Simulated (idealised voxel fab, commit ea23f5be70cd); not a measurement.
process module | voxel air gaps
cross-section cut | 235 nm wide | cells 5 nm
A cross-section is a grid of square cells, given in bands from the top down. A band is one or more rows of cells.
Each band's line starts with the height of the band's top and of its bottom, in nm. Then come its materials from left to right, each with its width in nm. One material with "throughout" fills the band from edge to edge. "air" is empty space.
Height 0 is the level under which the wafer as received is all one material. The lowest band goes on downwards, as in "0 down".
A width such as "30 to 40" changes by the same amount from each row of cells to the next, from the band's top row to its bottom row.
"no change" after a step means that no cell of the cross-section changed.
closed voids: empty space of 8 cells or more with no open way to the top, each as width x height at its distance from the left edge, in nm
after a step's settings: what the simulator itself notes on the step
overlay nm, on a step with a mask: how far to the right of its planned place the mask lay; to the left if negative
plan
1 op RECEIVE | material Si
2 op CONFORMAL_DEP | material SiO2 | thk nm 10
3 op CONFORMAL_DEP | material SiN | thk nm 5
4 op DIRECTIONAL_DEP | material SiO2 | thk nm 40
5 op DIRECTIONAL_DEP | material aC | thk nm 15
6 op PATTERN | tone open | mask id LINES | material resist | width nm 15 | pitch nm 45 | thk nm 30 | overlay nm 0
7 op DIRECTIONAL_ETCH | etch materials aC | depth nm 15
8 op STRIP | etch materials resist
9 op DIRECTIONAL_ETCH | etch materials SiO2 | depth nm 40
10 op STRIP | etch materials aC
11 op CONFORMAL_DEP | material TiN | thk nm 5
12 op FILL_DEP | material Ru | thk nm 10
13 op CMP | height nm 55
14 op EPI | material Ru | thk nm 10
15 op SELECTIVE_ETCH | etch materials SiO2 | depth nm 50
16 op CONFORMAL_DEP | material SiN | thk nm 5
as received, after step 1
  0 down: Si throughout
  closed voids: none
first wafer at the end, as planned
  70 to 65: air 50 | SiN 135 | air 50
  65 to 55: air 50 | SiN 5 | Ru 35 | SiN 10 | Ru 35 | SiN 10 | Ru 35 | SiN 5 | air 50
  55 to 50: air 50 | SiN 15 | TiN 5 | Ru 5 | TiN 5 | SiN 30 | TiN 5 | Ru 5 | TiN 5 | SiN 30 | TiN 5 | Ru 5 | TiN 5 | SiN 15 | air 50
  50 to 20: air 60 | SiN 5 | TiN 5 | Ru 5 | TiN 5 | SiN 5 | air 20 | SiN 5 | TiN 5 | Ru 5 | TiN 5 | SiN 5 | air 20 | SiN 5 | TiN 5 | Ru 5 | TiN 5 | SiN 5 | air 60
  20 to 15: SiN 65 | TiN 15 | SiN 30 | TiN 15 | SiN 30 | TiN 15 | SiN 65
  15 to 10: SiN throughout
  10 to 0: SiO2 throughout
  0 down: Si throughout
  closed voids: 20 x 30 at 85; 20 x 30 at 130
second wafer at the end: like start, like plan, one mistake
  80 to 75: air 40 | SiN 155 | air 40
  75 to 55: air 40 | SiN 5 | Ru 145 | SiN 5 | air 40
  55 to 50: air 40 | SiN 25 | TiN 5 | Ru 5 | TiN 5 | SiO2 30 | TiN 5 | Ru 5 | TiN 5 | SiO2 30 | TiN 5 | Ru 5 | TiN 5 | SiN 25 | air 40
  50 to 20: air 60 | SiN 5 | TiN 5 | Ru 5 | TiN 5 | SiO2 30 | TiN 5 | Ru 5 | TiN 5 | SiO2 30 | TiN 5 | Ru 5 | TiN 5 | SiN 5 | air 60
  20 to 15: SiN 65 | TiN 15 | SiO2 30 | TiN 15 | SiO2 30 | TiN 15 | SiN 65
  15 to 10: SiN throughout
  10 to 0: SiO2 throughout
  0 down: Si throughout
  closed voids: none
what went wrong: step 14 was run twice
at the end the second wafer has, in cells: 74 more of Ru | 44 fewer of SiN | 96 more of SiO2
closed voids at the end (first wafer, second wafer): 2, 0
